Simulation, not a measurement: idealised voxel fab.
process module | voxel transistor to metal
cross-section cut | 160 nm wide | cells 5 nm
A cross-section is a grid of square cells, given in bands from the top down. A band is one or more rows of cells.
Each band's line starts with the height of the band's top and of its bottom, in nm. Then come its materials from left to right, each with its width in nm. One material with "throughout" fills the band from edge to edge. "air" is empty space.
Height 0 is the level under which the wafer as received is all one material. The lowest band goes on downwards, as in "0 down".
A width such as "30 to 40" changes by the same amount from each row of cells to the next, from the band's top row to its bottom row.
"no change" after a step means that no cell of the cross-section changed.
closed voids: empty space of 8 cells or more with no open way to the top, each as width x height at its distance from the left edge, in nm
after a step's settings: what the simulator itself notes on the step
overlay nm, on a step with a mask: how far to the right of its planned place the mask lay; to the left if negative
plan
1 op RECEIVE | material Si
2 op CONFORMAL_DEP | material SiO2 | thk nm 5
3 op CONFORMAL_DEP | material SiN | thk nm 10
4 op PATTERN | tone cover | mask id ACTIVE | material resist | width nm 125 | thk nm 20 | overlay nm 0
5 op DIRECTIONAL_ETCH | etch materials SiN | depth nm 10
6 op DIRECTIONAL_ETCH | etch materials SiO2 | depth nm 5
7 op DIRECTIONAL_ETCH | etch materials Si | depth nm 35
8 op STRIP | etch materials resist
9 op FILL_DEP | material SiO2 | thk nm 15
10 op CMP | height nm 15
11 op SELECTIVE_ETCH | etch materials SiO2 | depth nm 5
12 op STRIP | etch materials SiN
13 op SELECTIVE_ETCH | etch materials SiO2 | depth nm 5
14 op OXIDIZE | depth nm 5
15 op DIRECTIONAL_DEP | material polySi | thk nm 20
16 op DIRECTIONAL_DEP | material SiCN | thk nm 10
17 op PATTERN | tone cover | mask id GATE | material resist | width nm 35 | thk nm 15 | overlay nm 0
18 op DIRECTIONAL_ETCH | etch materials SiCN | depth nm 20
19 op DIRECTIONAL_ETCH | etch materials polySi | depth nm 30
20 op STRIP | etch materials resist
21 op CONFORMAL_DEP | material SiO2 | thk nm 5
22 op DIRECTIONAL_ETCH | etch materials SiO2 | depth nm 5
23 op CONFORMAL_DEP | material SiN | thk nm 5
24 op DIRECTIONAL_ETCH | etch materials SiN | depth nm 5
25 op DIRECTIONAL_ETCH | etch materials SiO2 | depth nm 5
26 op DIRECTIONAL_ETCH | etch materials Si | depth nm 5
27 op EPI | material SiGe | thk nm 5
28 op FILL_DEP | material SiO2 | thk nm 5
29 op CMP | height nm 20
30 op STRIP | etch materials polySi
31 op SELECTIVE_ETCH | etch materials SiO2 | depth nm 5
32 op CONFORMAL_DEP | material HfO2 | thk nm 5
33 op CONFORMAL_DEP | material TiN | thk nm 5
34 op FILL_DEP | material W | thk nm 5
35 op CMP | height nm 15
36 op DIRECTIONAL_DEP | material SiO2 | thk nm 15
37 op MASKED_ETCH | tone open | mask id CONTACT | width nm 20 | pitch nm 85 | etch materials SiO2 | depth nm 35 | overlay nm 0
38 op CONFORMAL_DEP | material TiN | thk nm 5
39 op FILL_DEP | material Ru | thk nm 5
40 op CMP | height nm 30
41 op CONFORMAL_DEP | material SiN | thk nm 5
42 op DIRECTIONAL_DEP | material lowk | thk nm 20
43 op PATTERN | tone open | mask id METAL_1 | material resist | width nm 20 | pitch nm 85 | thk nm 20 | overlay nm 0
44 op DIRECTIONAL_ETCH | etch materials lowk | depth nm 20
45 op DIRECTIONAL_ETCH | etch materials SiN | depth nm 5
46 op STRIP | etch materials resist
47 op CONFORMAL_DEP | material TiN | thk nm 5
48 op FILL_DEP | material Ru | thk nm 5
49 op CMP | height nm 55
50 op CONFORMAL_DEP | material SiCN | thk nm 5
51 op DIRECTIONAL_DEP | material SiO2 | thk nm 30
52 op PATTERN | tone open | mask id METAL_2_HOLES | material resist | width nm 15 | pitch nm 85 | thk nm 20 | overlay nm 0
53 op DIRECTIONAL_ETCH | etch materials SiO2 | depth nm 30
54 op STRIP | etch materials resist
55 op PATTERN | tone open | mask id METAL_2 | material resist | width nm 20 | pitch nm 85 | thk nm 15 | overlay nm 0
56 op DIRECTIONAL_ETCH | etch materials SiO2 | depth nm 15
57 op DIRECTIONAL_ETCH | etch materials SiCN | depth nm 5
58 op STRIP | etch materials resist
59 op CONFORMAL_DEP | material TiN | thk nm 5
60 op FILL_DEP | material Cu | thk nm 10
61 op CMP | height nm 90
62 op CONFORMAL_DEP | material SiN | thk nm 5
as received, after step 1
  0 down: Si throughout
  closed voids: none
first wafer at the end, as planned
  95 to 90: SiN throughout
  90 to 80: SiO2 25 | TiN 5 | Cu 10 | TiN 5 | SiO2 65 | TiN 5 | Cu 10 | TiN 5 | SiO2 30
  80 to 75: SiO2 25 | TiN 5 | Cu 5 | TiN 10 | SiO2 65 | TiN 5 | Cu 5 | TiN 10 | SiO2 30
  75 to 60: SiO2 25 | TiN 5 | Cu 5 | TiN 5 | SiO2 70 | TiN 5 | Cu 5 | TiN 5 | SiO2 35
  60 to 55: SiCN 25 | TiN 15 | SiCN 70 | TiN 15 | SiCN 35
  55 to 35: lowk 25 | TiN 5 | Ru 10 | TiN 5 | lowk 65 | TiN 5 | Ru 10 | TiN 5 | lowk 30
  35 to 30: SiN 25 | TiN 20 | SiN 65 | TiN 20 | SiN 30
  30 to 15: SiO2 25 | TiN 5 | Ru 10 | TiN 5 | SiO2 65 | TiN 5 | Ru 10 | TiN 5 | SiO2 30
  15 to 5: SiO2 25 | TiN 5 | Ru 10 | TiN 5 | SiO2 5 | SiN 5 | HfO2 5 | TiN 5 | W 25 | TiN 5 | HfO2 5 | SiN 5 | SiO2 5 | TiN 5 | Ru 10 | TiN 5 | SiO2 30
  5 to 0: SiO2 15 | SiN 5 | SiO2 5 | TiN 5 | Ru 10 | TiN 5 | SiO2 5 | SiN 5 | HfO2 5 | TiN 35 | HfO2 5 | SiN 5 | SiO2 5 | TiN 5 | Ru 10 | TiN 5 | SiO2 5 | SiN 5 | SiO2 20
  0 to -5: SiO2 20 | SiGe 5 | TiN 20 | SiGe 5 | SiO2 5 | HfO2 45 | SiO2 5 | SiGe 5 | TiN 20 | SiGe 5 | SiO2 25
  -5 to -10: SiO2 15 | Si 5 | SiGe 30 | Si 55 | SiGe 30 | Si 5 | SiO2 20
  -10 to -35: SiO2 15 | Si 125 | SiO2 20
  -35 down: Si throughout
  closed voids: none
second wafer at the end: like start, like plan, one mistake
  95 to 90: SiN throughout
  90 to 80: SiO2 25 | TiN 5 | Cu 10 | TiN 5 | SiO2 65 | TiN 5 | Cu 10 | TiN 5 | SiO2 30
  80 to 75: SiO2 25 | TiN 5 | Cu 5 | TiN 10 | SiO2 65 | TiN 5 | Cu 5 | TiN 10 | SiO2 30
  75 to 60: SiO2 25 | TiN 5 | Cu 5 | TiN 5 | SiO2 70 | TiN 5 | Cu 5 | TiN 5 | SiO2 35
  60 to 55: SiCN 25 | TiN 15 | SiCN 70 | TiN 15 | SiCN 35
  55 to 35: lowk 25 | TiN 5 | Ru 10 | TiN 5 | lowk 65 | TiN 5 | Ru 10 | TiN 5 | lowk 30
  35 to 30: SiN 25 | TiN 20 | SiN 65 | TiN 20 | SiN 30
  30 to 15: SiO2 25 | TiN 5 | Ru 10 | TiN 5 | SiO2 65 | TiN 5 | Ru 10 | TiN 5 | SiO2 30
  15 to 5: SiO2 25 | TiN 5 | Ru 10 | TiN 5 | SiO2 5 | SiN 5 | HfO2 5 | TiN 5 | W 25 | TiN 5 | HfO2 5 | SiN 5 | SiO2 5 | TiN 5 | Ru 10 | TiN 5 | SiO2 30
  5 to 0: SiO2 10 | SiN 5 | SiO2 10 | TiN 5 | Ru 10 | TiN 5 | SiO2 5 | SiN 5 | HfO2 5 | TiN 35 | HfO2 5 | SiN 5 | SiO2 5 | TiN 5 | Ru 10 | TiN 5 | SiO2 10 | SiN 5 | SiO2 15
  0 to -5: SiO2 25 | TiN 20 | SiGe 5 | SiO2 5 | HfO2 45 | SiO2 5 | SiGe 5 | TiN 20 | SiO2 30
  -5 to -10: SiO2 20 | SiGe 30 | Si 55 | SiGe 30 | SiO2 25
  -10 to -35: SiO2 15 | Si 125 | SiO2 20
  -35 down: Si throughout
  closed voids: none
what went wrong: steps 11 and 12 were swapped
at the end the second wafer has, in cells: 2 fewer of Si | 2 fewer of SiGe | 4 more of SiO2
